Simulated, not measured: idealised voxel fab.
The following process module bears the name voxel double patterning.
Pictured: cross-section cut, 210 nm wide, on a grid of 5 nm square cells.
Cross-sections here: square-cell grids, written as top-down lists of bands, a band being one or more rows of cells. What a band's entry tells you: where the top is and where the bottom is, as heights in nm, and after that what lies inside, material by material from left to right, each with its width in nm. Empty space is written as the word "blank", and a single material marked with the word "full width" occupies the band from edge to edge. Heights are measured from 0, the level below which the as-received wafer is all one material; the lowest band has no bottom and continues downward, written as in "z 0 and below". The notation "30->40" denotes a width that varies across the rows of cells in the band, beginning at the first number in the top row, finishing at the second number in the bottom row, and changing by an identical amount from each row to the next. "no alterations made" means the step left every cell of the cross-section as it was. The label "Unvented cavities" introduces a list of the empty spaces, 8 cells or larger, that have no open way up to the top; each entry in it reads width x height at distance, where the distance is taken from the left edge and all three are stated in nm. Post-settings text on a step line: simulator's own remark regarding the step. overlay nm: mask right of planned place by this much (step with mask). Neg. = left.

The steps planned for the process are as follows
1: RECEIVE, material Si
2: CONFORMAL_DEP, material SiO2, thk nm 5
3: DIRECTIONAL_DEP, material polySi, thk nm 15
4: DIRECTIONAL_DEP, material SiN, thk nm 10
5: PATTERN, tone open, mask id FIRST, material resist, width nm 15, pitch nm 50, thk nm 15, overlay nm 0
6: DIRECTIONAL_ETCH, etch materials SiN, depth nm 10
7: STRIP, etch materials resist
8: MASKED_ETCH, tone open, mask id SECOND, width nm 15, etch materials SiN, depth nm 10, overlay nm 0
9: DIRECTIONAL_ETCH, etch materials polySi, depth nm 15
10: STRIP, etch materials SiN

Incoming wafer in cross-section (state: after step 1)
- z 0 and below = Si full width
- Unvented cavities: none

Sectioned view, first of two wafers, at the close of the module, processed as intended in the plan
- z 20 to 5 = 70 nm polySi | 15 nm blank | 10 nm polySi | 15 nm blank | 10 nm polySi | 15 nm blank | 75 nm polySi
- z 5 to 0 = SiO2 full width
- z 0 and below = Si full width
- Unvented cavities: none

Cross-section at end of module for the second wafer of two, which matched the first in starting point and plan and differed by one mistake in its processing
- z 20 to 15 = SiO2 full width
- z 15 to 0 = polySi full width
- z 0 and below = Si full width
- Unvented cavities: none
Short version of what went wrong: order of steps 2 and 3 inverted relative to the plan
Final tally in cells, some materials are higher or lower on the second wafer than on the first: polySi +27
